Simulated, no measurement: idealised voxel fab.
Name of the process module below: voxel trench capacitor
The cross-section on display is named cut; it measures 260 nm wide, and its cells are 5 nm squares.
Square cells in a grid make up a cross-section in this document, and the grid is given as bands, listed from the top down, each one or more rows of cells. Band: top height; bottom height; in nm. Then, left to right: material with width in nm, for each material. "full width": a single material spanning edge to edge. "empty": empty space. Heights are expressed relative to 0, this being the level below which the as-received wafer comprises one material exclusively. The lowest band is unbounded in the downward direction and is denoted as in "z 0 and below". Read "30..40" as a graded width: first number on top, second number at the bottom, same change between each pair of neighbouring rows. A step reported as "everything unchanged" is a step in which no cell of the cross-section changed. The entry "Trapped cavities" lists the empty spaces that cover at least 8 cells and have no open path to the top. Each is written as width x height at distance, where the distance is measured from the left edge and all three values are in nm. It should be noted that, on the line of a given step, the content following the step's settings is a remark produced by the simulator itself with respect to that step. overlay nm: step with mask; distance mask lay right of planned place; negative value = left of planned place.
This section lists the process steps that were planned
1: op RECEIVE | material Si
2: op CONFORMAL_DEP | material SiN | thk nm 10
3: op DIRECTIONAL_DEP | material aC | thk nm 15
4: op PATTERN | tone open | mask id TRENCH | material resist | width nm 30 | pitch nm 60 | thk nm 35 | overlay nm 0
5: op DIRECTIONAL_ETCH | etch materials aC | depth nm 15
6: op STRIP | etch materials resist
7: op DIRECTIONAL_ETCH | etch materials SiN | depth nm 10
8: op DIRECTIONAL_ETCH | etch materials Si | depth nm 40
9: op STRIP | etch materials aC
10: op CONFORMAL_DEP | material HfO2 | thk nm 5
11: op CONFORMAL_DEP | material TiN | thk nm 5
12: op FILL_DEP | material W | thk nm 10
13: op CMP | height nm 10
Wafer at receipt (post step 1), cross-section
- z 0 and below = Si full width
- Trapped cavities: none
End-of-module cross-section. Starting structure and process plan as above; one mistake made in running it
- z 10 to 0 = W (15)  TiN (5)  HfO2 (5)  SiN (30)  HfO2 (5)  TiN (5)  W (10)  TiN (5)  HfO2 (5)  SiN (30)  HfO2 (5)  TiN (5)  W (10)  TiN (5)  HfO2 (5)  SiN (30)  HfO2 (5)  TiN (5)  W (10)  TiN (5)  HfO2 (5)  SiN (30)  HfO2 (5)  TiN (5)  W (15)
- z 0 to -30 = W (15)  TiN (5)  HfO2 (5)  Si (30)  HfO2 (5)  TiN (5)  W (10)  TiN (5)  HfO2 (5)  Si (30)  HfO2 (5)  TiN (5)  W (10)  TiN (5)  HfO2 (5)  Si (30)  HfO2 (5)  TiN (5)  W (10)  TiN (5)  HfO2 (5)  Si (30)  HfO2 (5)  TiN (5)  W (15)
- z -30 to -35 = TiN (20)  HfO2 (5)  Si (30)  HfO2 (5)  TiN (20)  HfO2 (5)  Si (30)  HfO2 (5)  TiN (20)  HfO2 (5)  Si (30)  HfO2 (5)  TiN (20)  HfO2 (5)  Si (30)  HfO2 (5)  TiN (20)
- z -35 to -40 = HfO2 (25)  Si (30)  HfO2 (30)  Si (30)  HfO2 (30)  Si (30)  HfO2 (30)  Si (30)  HfO2 (25)
- z -40 and below = Si full width
- Trapped cavities: none
Here's what went sideways: in deviation from the planned setting, step 4 was conducted as op PATTERN | tone cover | mask id TRENCH | material resist | width nm 30 | pitch nm 60 | thk nm 35 | overlay nm 0
